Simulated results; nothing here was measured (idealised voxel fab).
The document below concerns the process module designated voxel spacer lines.
Xsec cut, 300 nm wide, square cell size 5 nm.
The cross-sections in this document take the form of a grid made of square cells. They are written out as bands, in order from top to bottom. Each band consists of one or more rows of cells. The band entry comprises the height of the band's top followed by the height of its bottom, expressed in nm, and subsequently the band's materials from left to right, each stated together with its width in nm. Where a single material is marked with the word "full width", that material fills the band from edge to edge. The word "air" represents empty space. Heights are expressed relative to 0, this being the level below which the as-received wafer comprises one material exclusively. The lowest band is unbounded in the downward direction and is denoted as in "top 0, no bottom". Think of "30..40" as a width that walks from the first number to the second as you go down the band, top row to bottom row, taking equal-sized steps from row to row. When a step is marked "nothing altered", none of the cells in the cross-section changed during that step. Closed empty spaces (no open way to the top) of 8 cells or more are what "Non-vented voids" lists, each as width x height at distance from the left edge, nm for all three. It should be noted that, on the line of a given step, the content following the step's settings is a remark produced by the simulator itself with respect to that step. overlay nm: how far to the right of its planned place the mask lay on this masked step (negative: to the left).
Plan:
1) RECEIVE | material Si
2) CONFORMAL_DEP | material Al2O3 | thk nm 5
3) DIRECTIONAL_DEP | material polySi | thk nm 10
4) DIRECTIONAL_DEP | material aC | thk nm 25
5) PATTERN | tone cover | mask id MANDREL | material resist | width nm 15 | pitch nm 60 | thk nm 30 | overlay nm 0
6) DIRECTIONAL_ETCH | etch materials aC | depth nm 25
7) STRIP | etch materials resist
8) CONFORMAL_DEP | material SiN | thk nm 15
9) DIRECTIONAL_ETCH | etch materials SiN | depth nm 15
10) STRIP | etch materials aC
11) DIRECTIONAL_ETCH | etch materials polySi | depth nm 10
12) STRIP | etch materials SiN
13) FILL_DEP | material lowk | thk nm 10
14) CMP | height nm 15
As-received wafer cross-section (after step 1):
* top 0, no bottom  Si full width
* Non-vented voids: none
Module complete - cross-section of the first of two wafers, run according to plan:
* top 15, bottom 5  lowk 95, polySi 15, lowk 15, polySi 15, lowk 15, polySi 15, lowk 15, polySi 15, lowk 100
* top 5, bottom 0  Al2O3 full width
* top 0, no bottom  Si full width
* Non-vented voids: none
The second wafer, shown in cross-section after the module: started the same way as the first and given the same plan, yet one mistake crept into how it was run:
* top 15, bottom 10  lowk full width
* top 10, bottom 0  lowk 95, polySi 15, lowk 15, polySi 15, lowk 15, polySi 15, lowk 15, polySi 15, lowk 100
* top 0, no bottom  Si full width
* Non-vented voids: none
Error vs. plan: no execution of plan step 2; skipped
End of process, cell counts, second wafer against first, materials with more or fewer: -60 Al2O3, +60 lowk
